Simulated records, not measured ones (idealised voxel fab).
The name of this process module is voxel released beams.
Square cell edge 5 nm, section width 235 nm, ID cut.
Cross-section = grid of square cells, listed top down in bands; band = one or more rows. Read a band's entry like this: the first values are the height of its top and the height of its bottom in nm, and what follows is the sequence of materials from left to right, each with its width in nm. Note that "empty" is empty space, and that a single material marked "throughout" reaches across the band from edge to edge. Heights are expressed relative to 0, this being the level below which the as-received wafer comprises one material exclusively. The lowest band is unbounded in the downward direction and is denoted as in "top 0, no bottom". Note: "30..40" means the width goes from the first number (top row of the band) to the second number (bottom row) in equal steps per row of cells. Reading "nothing different" for a step: not a cell of the cross-section changed in it. Under "Enclosed cavities" you'll find the enclosed gaps, the ones with no way out to the top, that are 8 cells or bigger; each reads width x height at distance, with distance counted from the left edge, everything in nm. Formally, on a step line, whatever follows the settings is a remark that the simulator itself makes on the step. "overlay nm" on a masked step: distance the mask lay right of its planned place, negative for left.

-- Below is the list of planned process steps
| 1 | RECEIVE,material Si |
| 2 | CONFORMAL_DEP,material Al2O3,thk nm 5 |
| 3 | DIRECTIONAL_DEP,material SiO2,thk nm 20 |
| 4 | MASKED_ETCH,tone open,mask id ANCHOR,width nm 30,etch materials SiO2,depth nm 20,overlay nm 0 |
| 5 | CONFORMAL_DEP,material W,thk nm 10 |
| 6 | MASKED_ETCH,tone cover,mask id BEAM,width nm 100,etch materials W,depth nm 10,overlay nm 0 |
| 7 | STRIP,etch materials SiO2 |

-- Received-state cross-section, reflecting completion of step 1
	top 0, no bottom = Si throughout
	Enclosed cavities: none

-- Figure: cross-sectional view of the wafer upon completion of the module, processed from the initial state and according to the plan depicted above, with one error introduced during execution
	top 35, bottom 25 = 55 of empty | 25 of W | 10 of empty | 65 of W | 80 of empty
	top 25, bottom 15 = 70 of empty | 10 of W | 10 of empty | 10 of W | 135 of empty
	top 15, bottom 5 = 70 of empty | 30 of W | 135 of empty
	top 5, bottom 0 = Al2O3 throughout
	top 0, no bottom = Si throughout
	Enclosed cavities: none
Where did the run depart from the plan? step 6, actual vs plan mismatch, actual run MASKED_ETCH,tone cover,mask id BEAM,width nm 100,etch materials W,depth nm 10,overlay nm -10
